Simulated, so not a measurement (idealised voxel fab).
process module | voxel quadruple lines
cross-section cut | 170 nm wide | cells 5 nm
A cross-section is a grid of square cells, given in bands from the top down. A band is one or more rows of cells.
Each band's line starts with the height of the band's top and of its bottom, in nm. Then come its materials from left to right, each with its width in nm. One material with "throughout" fills the band from edge to edge. "air" is empty space.
Height 0 is the level under which the wafer as received is all one material. The lowest band goes on downwards, as in "0 down".
A width such as "30 to 40" changes by the same amount from each row of cells to the next, from the band's top row to its bottom row.
"no change" after a step means that no cell of the cross-section changed.
closed voids: empty space of 8 cells or more with no open way to the top, each as width x height at its distance from the left edge, in nm
after a step's settings: what the simulator itself notes on the step
overlay nm, on a step with a mask: how far to the right of its planned place the mask lay; to the left if negative
plan
1 op RECEIVE | material Si
2 op CONFORMAL_DEP | material Al2O3 | thk nm 10
3 op DIRECTIONAL_DEP | material Ru | thk nm 15
4 op DIRECTIONAL_DEP | material polySi | thk nm 20
5 op DIRECTIONAL_DEP | material aC | thk nm 25
6 op PATTERN | tone cover | mask id MANDREL | material resist | width nm 30 | thk nm 30 | overlay nm 0
7 op DIRECTIONAL_ETCH | etch materials aC | depth nm 25
8 op STRIP | etch materials resist
9 op CONFORMAL_DEP | material SiO2 | thk nm 10
10 op DIRECTIONAL_ETCH | etch materials SiO2 | depth nm 10
11 op STRIP | etch materials aC
12 op DIRECTIONAL_ETCH | etch materials polySi | depth nm 20
13 op STRIP | etch materials SiO2
14 op CONFORMAL_DEP | material SiN | thk nm 10
15 op DIRECTIONAL_ETCH | etch materials SiN | depth nm 10
16 op STRIP | etch materials polySi
17 op DIRECTIONAL_ETCH | etch materials Ru | depth nm 15
18 op STRIP | etch materials SiN
19 op FILL_DEP | material SiO2 | thk nm 10
20 op CMP | height nm 25
as received, after step 1
  0 down: Si throughout
  closed voids: none
a wafer at the end: this start, this plan, one mistake
  25 to 10: SiO2 55 | Ru 10 | SiO2 10 | Ru 20 | SiO2 10 | Ru 10 | SiO2 55
  10 to 0: Al2O3 throughout
  0 down: Si throughout
  closed voids: none
what went wrong: step 6 ran as: op PATTERN | tone cover | mask id MANDREL | material resist | width nm 20 | thk nm 30 | overlay nm 0
